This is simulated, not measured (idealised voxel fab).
The document below concerns the process module designated voxel wiring stack.
It is cross-section cut that appears here, measuring 170 nm in width, its square cells being 5 nm in size.
Cross-section spec: square-cell grid; bands listed top down; each band is one or more rows.
The entry gives the band's vertical extent as a top height and a bottom height in nm, then its horizontal make-up as materials from left to right, each with a width in nm. "air" stands for empty space; a single material marked "full width" fills the band edge to edge.
A quick word on heights: they are counted from 0, and under that level the wafer as it came to us is one material throughout. The lowest band is different from the rest in having no bottom; it simply continues downward, written as in "z 0 and below".
A two-number width, for instance "30 to 40", indicates that the width is equal to the first number in the top row of the band and to the second number in the bottom row, and that it changes by a constant amount per row of cells.
"changes: none" -> step changed no cross-section cell.
"Unvented voids" specifies each empty space that is not open to the top and that occupies no fewer than 8 cells, using the form width x height at distance, the distance measured from the left edge and all three quantities in nm.
Anything after a step's settings on that line? It's the simulator's own note about the step.
You can add "overlay nm" to a step's line. For a step with a mask, it describes how far the mask lay to the right of its planned position, and a negative number describes a lay to the left.

# Process steps (planned)
- 1: RECEIVE, material Si
- 2: CONFORMAL_DEP, material SiO2, thk nm 15
- 3: DIRECTIONAL_DEP, material TiN, thk nm 5
- 4: DIRECTIONAL_DEP, material W, thk nm 15
- 5: DIRECTIONAL_DEP, material aC, thk nm 15
- 6: PATTERN, tone cover, mask id METAL_1, material resist, width nm 25, pitch nm 40, thk nm 35, overlay nm 0
- 7: DIRECTIONAL_ETCH, etch materials aC, depth nm 15
- 8: STRIP, etch materials resist
- 9: DIRECTIONAL_ETCH, etch materials W, depth nm 15
- 10: DIRECTIONAL_ETCH, etch materials TiN, depth nm 5
- 11: STRIP, etch materials aC
- 12: CONFORMAL_DEP, material SiN, thk nm 5
- 13: FILL_DEP, material SiO2, thk nm 5
- 14: CMP, height nm 35
- 15: CONFORMAL_DEP, material SiCN, thk nm 5
- 16: DIRECTIONAL_DEP, material SiO2, thk nm 25
- 17: DIRECTIONAL_DEP, material aC, thk nm 15
- 18: PATTERN, tone open, mask id METAL_2, material resist, width nm 25, pitch nm 40, thk nm 30, overlay nm 0
- 19: DIRECTIONAL_ETCH, etch materials aC, depth nm 15
- 20: STRIP, etch materials resist
- 21: DIRECTIONAL_ETCH, etch materials SiO2, depth nm 15
- 22: STRIP, etch materials aC
- 23: DIRECTIONAL_DEP, material aC, thk nm 10
- 24: PATTERN, tone open, mask id METAL_2_HOLES, material resist, width nm 15, pitch nm 80, thk nm 30, overlay nm 0
- 25: DIRECTIONAL_ETCH, etch materials aC, depth nm 10
- 26: STRIP, etch materials resist
- 27: DIRECTIONAL_ETCH, etch materials SiO2, depth nm 10
- 28: DIRECTIONAL_ETCH, etch materials SiCN, depth nm 5
- 29: STRIP, etch materials aC
- 30: CONFORMAL_DEP, material TiN, thk nm 5
- 31: FILL_DEP, material Cu, thk nm 5
- 32: CMP, height nm 65
- 33: CONFORMAL_DEP, material SiCN, thk nm 5
- 34: DIRECTIONAL_DEP, material lowk, thk nm 25
- 35: MASKED_ETCH, tone open, mask id METAL_3, width nm 25, pitch nm 40, etch materials lowk, depth nm 15, overlay nm 0
- 36: MASKED_ETCH, tone open, mask id METAL_3_HOLES, width nm 15, pitch nm 40, etch materials lowk, depth nm 10, overlay nm 0
- 37: MASKED_ETCH, tone open, mask id METAL_3_HOLES, width nm 15, pitch nm 40, etch materials SiCN, depth nm 5, overlay nm 0
- 38: CONFORMAL_DEP, material TiN, thk nm 5
- 39: FILL_DEP, material Cu, thk nm 10
- 40: CMP, height nm 95
- 41: CONFORMAL_DEP, material SiN, thk nm 5

# Incoming wafer, cross-sectional view, post step 1
	z 0 and below: Si full width
	Unvented voids: none

# Look at the cross-section after the module: the wafer started out the way shown above and the plan was the one shown above, yet one mistake was made along the way
	z 100 to 95: SiN full width
	z 95 to 85: lowk 25 nm, then TiN 5 to 10 nm, then Cu 20 to 15 nm, then TiN 5 nm, then lowk 10 nm, then TiN 5 to 10 nm, then Cu 20 to 15 nm, then TiN 5 nm, then lowk 10 nm, then TiN 5 to 10 nm, then Cu 20 to 15 nm, then TiN 5 nm, then lowk 35 nm
	z 85 to 75: lowk 30 nm, then TiN 5 nm, then Cu 10 nm, then TiN 10 to 5 nm, then lowk 15 to 20 nm, then TiN 5 nm, then Cu 10 nm, then TiN 10 to 5 nm, then lowk 15 to 20 nm, then TiN 5 nm, then Cu 10 nm, then TiN 10 to 5 nm, then lowk 35 to 40 nm
	z 75 to 70: lowk 30 nm, then TiN 5 nm, then Cu 5 nm, then TiN 10 nm, then lowk 20 nm, then TiN 5 nm, then Cu 5 nm, then TiN 10 nm, then lowk 20 nm, then TiN 5 nm, then Cu 5 nm, then TiN 10 nm, then lowk 40 nm
	z 70 to 65: SiCN 30 nm, then TiN 15 nm, then SiCN 25 nm, then TiN 15 nm, then SiCN 25 nm, then TiN 15 nm, then SiCN 45 nm
	z 65 to 55: SiO2 30 nm, then TiN 5 nm, then Cu 15 nm, then TiN 5 nm, then SiO2 15 nm, then TiN 5 nm, then Cu 15 nm, then TiN 5 nm, then SiO2 15 nm, then TiN 5 nm, then Cu 15 nm, then TiN 5 nm, then SiO2 35 nm
	z 55 to 50: SiO2 30 nm, then TiN 5 nm, then Cu 5 nm, then TiN 15 nm, then SiO2 15 nm, then TiN 25 nm, then SiO2 15 nm, then TiN 5 nm, then Cu 5 nm, then TiN 15 nm, then SiO2 35 nm
	z 50 to 40: SiO2 30 nm, then TiN 5 nm, then Cu 5 nm, then TiN 5 nm, then SiO2 65 nm, then TiN 5 nm, then Cu 5 nm, then TiN 5 nm, then SiO2 45 nm
	z 40 to 35: SiCN 30 nm, then TiN 15 nm, then SiCN 65 nm, then TiN 15 nm, then SiCN 45 nm
	z 35 to 20: SiO2 25 nm, then SiN 5 nm, then W 25 nm, then SiN 5 nm, then SiO2 5 nm, then SiN 5 nm, then W 25 nm, then SiN 5 nm, then SiO2 5 nm, then SiN 5 nm, then W 25 nm, then SiN 5 nm, then SiO2 30 nm
	z 20 to 15: SiN 30 nm, then TiN 25 nm, then SiN 15 nm, then TiN 25 nm, then SiN 15 nm, then TiN 25 nm, then SiN 35 nm
	z 15 to 0: SiO2 full width
	z 0 and below: Si full width
	Unvented voids: none
Plan not followed: step 36: run off-plan, actual operation and settings MASKED_ETCH, tone open, mask id METAL_3_HOLES, width nm 25, pitch nm 40, etch materials lowk, depth nm 10, overlay nm 0
